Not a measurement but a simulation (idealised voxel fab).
Module name: voxel double patterning (process module)
Cross-sectional view cut (width: 260 nm; square cell size: 5 nm).
Cross-section = grid of square cells, listed top down in bands; band = one or more rows. What a band's entry tells you: where the top is and where the bottom is, as heights in nm, and after that what lies inside, material by material from left to right, each with its width in nm. Empty space is written as the word "blank", and a single material marked with the word "everywhere" occupies the band from edge to edge. Heights are expressed relative to 0, this being the level below which the as-received wafer comprises one material exclusively. The lowest band is unbounded in the downward direction and is denoted as in "0 nm and below". Top row gets the first number, bottom row gets the second, and each row in between changes by the same step: that is how a band width like "30->40" works. Given "no alteration" for a step, no cell of the cross-section differs between before and after that step. Any empty space of 8 cells or more lacking an open way to the top shows up in "Closed void table" as width x height at distance, distance from the left edge, in nm. Post-settings text on a step line: simulator's own remark regarding the step. The line of a step may include "overlay nm". On a step with a mask, this value is how far to the right of its planned place the mask lay. A negative value means the mask lay to the left.

### Steps in the process plan
1) RECEIVE [material Si]
2) CONFORMAL_DEP [material SiO2] [thk nm 5]
3) DIRECTIONAL_DEP [material TiN] [thk nm 10]
4) DIRECTIONAL_DEP [material SiCN] [thk nm 10]
5) DIRECTIONAL_DEP [material aC] [thk nm 10]
6) PATTERN [tone open] [mask id FIRST] [material resist] [width nm 15] [pitch nm 50] [thk nm 30] [overlay nm 0]
7) DIRECTIONAL_ETCH [etch materials aC] [depth nm 10]
8) STRIP [etch materials resist]
9) DIRECTIONAL_ETCH [etch materials SiCN] [depth nm 10]
10) STRIP [etch materials aC]
11) PATTERN [tone open] [mask id SECOND] [material resist] [width nm 15] [thk nm 15] [overlay nm 0]
12) DIRECTIONAL_ETCH [etch materials SiCN] [depth nm 10]
13) STRIP [etch materials resist]
14) DIRECTIONAL_ETCH [etch materials TiN] [depth nm 10]
15) STRIP [etch materials SiCN]

### Step 1 complete: cross-section of the wafer as received
  0 nm and below: Si everywhere
  Closed void table: none

### First of two wafers, end-of-module section, run followed plan
  15 nm to 5 nm: TiN 95 nm / blank 15 nm / TiN 10 nm / blank 15 nm / TiN 10 nm / blank 15 nm / TiN 100 nm
  5 nm to 0 nm: SiO2 everywhere
  0 nm and below: Si everywhere
  Closed void table: none

### End of module, second wafer, cross-section. Started like the first, planned like the first, run with one mistake
  15 nm to 5 nm: TiN 105 nm / blank 30 nm / TiN 20 nm / blank 15 nm / TiN 90 nm
  5 nm to 0 nm: SiO2 everywhere
  0 nm and below: Si everywhere
  Closed void table: none
What was the processing mistake? heads up, step 6 didn't go per plan, it actually ran as PATTERN [tone open] [mask id FIRST] [material resist] [width nm 15] [pitch nm 50] [thk nm 30] [overlay nm 10]
The concluding comparison shows that, measured in cells, each material is equally abundant on both wafers, albeit at different positions.
